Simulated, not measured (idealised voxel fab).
process module | voxel fin reveal
cross-section cut | 155 nm wide | cells 5 nm
A cross-section is a grid of square cells, given in bands from the top down. A band is one or more rows of cells.
Each band's line starts with the height of the band's top and of its bottom, in nm. Then come its materials from left to right, each with its width in nm. One material with "throughout" fills the band from edge to edge. "air" is empty space.
Height 0 is the level under which the wafer as received is all one material. The lowest band goes on downwards, as in "0 down".
A width such as "30 to 40" changes by the same amount from each row of cells to the next, from the band's top row to its bottom row.
"no change" after a step means that no cell of the cross-section changed.
closed voids: empty space of 8 cells or more with no open way to the top, each as width x height at its distance from the left edge, in nm
after a step's settings: what the simulator itself notes on the step
overlay nm, on a step with a mask: how far to the right of its planned place the mask lay; to the left if negative
plan
1 op RECEIVE | material Si
2 op CONFORMAL_DEP | material SiN | thk nm 5
3 op MASKED_ETCH | tone cover | mask id FINS | width nm 15 | pitch nm 40 | etch materials SiN | depth nm 5 | overlay nm 0
4 op MASKED_ETCH | tone cover | mask id FINS | width nm 15 | pitch nm 40 | etch materials Si | depth nm 35 | overlay nm 0
5 op OXIDIZE | depth nm 5
6 op FILL_DEP | material SiO2 | thk nm 10
7 op CMP | height nm 5
8 op SELECTIVE_ETCH | etch materials SiO2 | depth nm 30
9 op STRIP | etch materials SiN
first wafer, as planned
as received, after step 1
  0 down: Si throughout
  closed voids: none
after step 2
  5 to 0: SiN throughout
  below 0: unchanged
after step 3
  5 to 0: air 30 | SiN 15 | air 25 | SiN 15 | air 25 | SiN 15 | air 30
  below 0: unchanged
after step 4
  5 to 0: air 30 | SiN 15 | air 25 | SiN 15 | air 25 | SiN 15 | air 30
  0 to -35: air 30 | Si 15 | air 25 | Si 15 | air 25 | Si 15 | air 30
  below -35: unchanged
after step 5
  5 to 0: air 30 | SiN 15 | air 25 | SiN 15 | air 25 | SiN 15 | air 30
  0 to -35: air 30 | SiO2 5 | Si 5 | SiO2 5 | air 25 | SiO2 5 | Si 5 | SiO2 5 | air 25 | SiO2 5 | Si 5 | SiO2 5 | air 30
  -35 to -40: SiO2 35 | Si 5 | SiO2 35 | Si 5 | SiO2 35 | Si 5 | SiO2 35
  below -40: unchanged
after step 6
  15 to 5: SiO2 throughout
  5 to 0: SiO2 30 | SiN 15 | SiO2 25 | SiN 15 | SiO2 25 | SiN 15 | SiO2 30
  0 to -40: SiO2 35 | Si 5 | SiO2 35 | Si 5 | SiO2 35 | Si 5 | SiO2 35
  below -40: unchanged
after step 7
  5 to 0: SiO2 30 | SiN 15 | SiO2 25 | SiN 15 | SiO2 25 | SiN 15 | SiO2 30
  below 0: unchanged
after step 8
  5 to 0: air 30 | SiN 15 | air 25 | SiN 15 | air 25 | SiN 15 | air 30
  0 to -25: air 35 | Si 5 | air 35 | Si 5 | air 35 | Si 5 | air 35
  below -25: unchanged
after step 9
  0 to -25: air 35 | Si 5 | air 35 | Si 5 | air 35 | Si 5 | air 35
  below -25: unchanged
second wafer: like start, like plan, one mistake. Through step 2 it matches the first wafer
when step 3 should have ended
  5 to 0: air 20 | SiN 15 | air 25 | SiN 15 | air 25 | SiN 15 | air 40
  below 0: unchanged
when step 4 should have ended
  5 to 0: air 20 | SiN 15 | air 25 | SiN 15 | air 25 | SiN 15 | air 40
  0 to -35: air 20 | Si 25 | air 15 | Si 25 | air 15 | Si 25 | air 30
  below -35: unchanged
when step 5 should have ended
  5 to 0: air 20 | SiN 15 | air 25 | SiN 15 | air 25 | SiN 15 | air 40
  0 to -5: air 20 | SiO2 5 | Si 5 | SiO2 15 | air 15 | SiO2 5 | Si 5 | SiO2 15 | air 15 | SiO2 5 | Si 5 | SiO2 15 | air 30
  -5 to -35: air 20 | SiO2 5 | Si 15 | SiO2 5 | air 15 | SiO2 5 | Si 15 | SiO2 5 | air 15 | SiO2 5 | Si 15 | SiO2 5 | air 30
  -35 to -40: SiO2 25 | Si 15 | SiO2 25 | Si 15 | SiO2 25 | Si 15 | SiO2 35
  below -40: unchanged
when step 6 should have ended
  15 to 5: SiO2 throughout
  5 to 0: SiO2 20 | SiN 15 | SiO2 25 | SiN 15 | SiO2 25 | SiN 15 | SiO2 40
  0 to -5: SiO2 25 | Si 5 | SiO2 35 | Si 5 | SiO2 35 | Si 5 | SiO2 45
  -5 to -40: SiO2 25 | Si 15 | SiO2 25 | Si 15 | SiO2 25 | Si 15 | SiO2 35
  below -40: unchanged
when step 7 should have ended
  5 to 0: SiO2 20 | SiN 15 | SiO2 25 | SiN 15 | SiO2 25 | SiN 15 | SiO2 40
  below 0: unchanged
when step 8 should have ended
  5 to 0: air 20 | SiN 15 | air 25 | SiN 15 | air 25 | SiN 15 | air 40
  0 to -5: air 25 | Si 5 | air 35 | Si 5 | air 35 | Si 5 | air 45
  -5 to -25: air 25 | Si 15 | air 25 | Si 15 | air 25 | Si 15 | air 35
  below -25: unchanged
when step 9 should have ended
  0 to -5: air 25 | Si 5 | air 35 | Si 5 | air 35 | Si 5 | air 45
  below -5: unchanged
what went wrong: step 3 ran as: op MASKED_ETCH | tone cover | mask id FINS | width nm 15 | pitch nm 40 | etch materials SiN | depth nm 5 | overlay nm -10
at the end the second wafer has, in cells: 42 more of Si | 18 fewer of SiO2
